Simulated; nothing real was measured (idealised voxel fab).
Proc. module: voxel plated lines
cross-section cut | 265 nm wide | cells 5 nm
Reading order for cross-sections: top band down to bottom band. Underlying form: a grid of square cells. Band size: one or more rows of cells.
Band: top and bottom heights (nm) first, top before bottom; then materials from left to right, widths in nm. "everywhere" marks a sole material filling the band edge to edge. "air" denotes empty space.
Below 0: as-received wafer, all one material; heights counted from there. Lowest band: no bottom, goes on down, written "from 0 down".
Width: "30->40" (first number = top row, second number = bottom row, same change from row to row of cells).
Where the words "all unchanged" appear for a step, the cross-section shows no cell changed by that step; every cell remained as before.
Each empty space that has no open way to the top and spans at least 8 cells appears under "Enclosed void listing" as width x height at distance, the distance counted from the left edge, all in nm.
Note: text after step settings on the step line = simulator remark on that step.
"overlay nm", when on a step's line for a step with a mask, measures how far to the right of its planned place the mask lay; a negative measure means to the left.

Set out below are the planned steps of the process:
1: RECEIVE [material Si]
2: CONFORMAL_DEP [material SiN] [thk nm 10]
3: DIRECTIONAL_DEP [material TiN] [thk nm 5]
4: PATTERN [tone open] [mask id LINES] [material resist] [width nm 25] [pitch nm 50] [thk nm 15] [overlay nm 0]
5: EPI [material Ru] [thk nm 10]
6: STRIP [etch materials resist]
7: DIRECTIONAL_ETCH [etch materials TiN] [depth nm 5]
8: CONFORMAL_DEP [material SiO2] [thk nm 10]

Delivered wafer in cross-section: state after step 1:
  from 0 down = Si everywhere
  Enclosed void listing: none

Post-module cross-section of the first of two wafers (run per plan):
  from 35 to 25 = air (60), then SiO2 (45), then air (5), then SiO2 (45), then air (5), then SiO2 (45), then air (60)
  from 25 to 20 = air (60), then SiO2 (10), then Ru (25), then SiO2 (10), then air (5), then SiO2 (10), then Ru (25), then SiO2 (10), then air (5), then SiO2 (10), then Ru (25), then SiO2 (10), then air (60)
  from 20 to 15 = SiO2 (70), then Ru (25), then SiO2 (25), then Ru (25), then SiO2 (25), then Ru (25), then SiO2 (70)
  from 15 to 10 = SiO2 (70), then TiN (25), then SiO2 (25), then TiN (25), then SiO2 (25), then TiN (25), then SiO2 (70)
  from 10 to 0 = SiN everywhere
  from 0 down = Si everywhere
  Enclosed void listing: none

Second of two wafers, module complete, sectioned: it shares the first wafer's start and plan but was run with one mistake:
  from 35 to 25 = air (55), then SiO2 (155), then air (55)
  from 25 to 20 = air (55), then SiO2 (10), then Ru (35), then SiO2 (15), then Ru (35), then SiO2 (15), then Ru (35), then SiO2 (10), then air (55)
  from 20 to 15 = SiO2 (65), then Ru (35), then SiO2 (15), then Ru (35), then SiO2 (15), then Ru (35), then SiO2 (65)
  from 15 to 10 = SiO2 (65), then TiN (35), then SiO2 (15), then TiN (35), then SiO2 (15), then TiN (35), then SiO2 (65)
  from 10 to 0 = SiN everywhere
  from 0 down = Si everywhere
  Enclosed void listing: none
What was done differently from what was planned? not per plan at step 4, really ran PATTERN [tone open] [mask id LINES] [material resist] [width nm 35] [pitch nm 50] [thk nm 15] [overlay nm 0]
Count the cells at the end and the second wafer has more or fewer of some materials than the first: +12 Ru, -6 SiO2, +6 TiN
